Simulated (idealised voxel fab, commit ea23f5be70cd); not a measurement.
process module | voxel fin reveal
cross-section cut | 295 nm wide | cells 5 nm
A cross-section is a grid of square cells, given in bands from the top down. A band is one or more rows of cells.
Each band's line starts with the height of the band's top and of its bottom, in nm. Then come its materials from left to right, each with its width in nm. One material with "throughout" fills the band from edge to edge. "air" is empty space.
Height 0 is the level under which the wafer as received is all one material. The lowest band goes on downwards, as in "0 down".
A width such as "30 to 40" changes by the same amount from each row of cells to the next, from the band's top row to its bottom row.
"no change" after a step means that no cell of the cross-section changed.
closed voids: empty space of 8 cells or more with no open way to the top, each as width x height at its distance from the left edge, in nm
after a step's settings: what the simulator itself notes on the step
overlay nm, on a step with a mask: how far to the right of its planned place the mask lay; to the left if negative
plan
1 op RECEIVE | material Si
2 op CONFORMAL_DEP | material SiN | thk nm 5
3 op PATTERN | tone cover | mask id FINS | material resist | width nm 15 | pitch nm 35 | thk nm 15 | overlay nm 0
4 op DIRECTIONAL_ETCH | etch materials SiN | depth nm 5
5 op DIRECTIONAL_ETCH | etch materials Si | depth nm 40
6 op STRIP | etch materials resist
7 op OXIDIZE | depth nm 5
8 op FILL_DEP | material SiO2 | thk nm 5
9 op CMP | height nm 5
10 op SELECTIVE_ETCH | etch materials SiO2 | depth nm 20
11 op STRIP | etch materials SiN
12 op CONFORMAL_DEP | material SiO2 | thk nm 5
as received, after step 1
  0 down: Si throughout
  closed voids: none
first wafer at the end, as planned
  5 to 0: air 120 | SiO2 15 | air 20 | SiO2 15 | air 125
  0 to -10: air 120 | SiO2 5 | Si 5 | SiO2 5 | air 20 | SiO2 5 | Si 5 | SiO2 5 | air 125
  -10 to -45: SiO2 125 | Si 5 | SiO2 30 | Si 5 | SiO2 130
  -45 down: Si throughout
  closed voids: none
second wafer at the end: like start, like plan, one mistake
  5 to 0: air 125 | SiO2 15 | air 20 | SiO2 15 | air 120
  0 to -10: air 125 | SiO2 5 | Si 5 | SiO2 5 | air 20 | SiO2 5 | Si 5 | SiO2 5 | air 120
  -10 to -45: SiO2 130 | Si 5 | SiO2 30 | Si 5 | SiO2 125
  -45 down: Si throughout
  closed voids: none
what went wrong: step 3 ran as: op PATTERN | tone cover | mask id FINS | material resist | width nm 15 | pitch nm 35 | thk nm 15 | overlay nm 5
at the end the second wafer has, in cells: as many of each material as the first, in other places
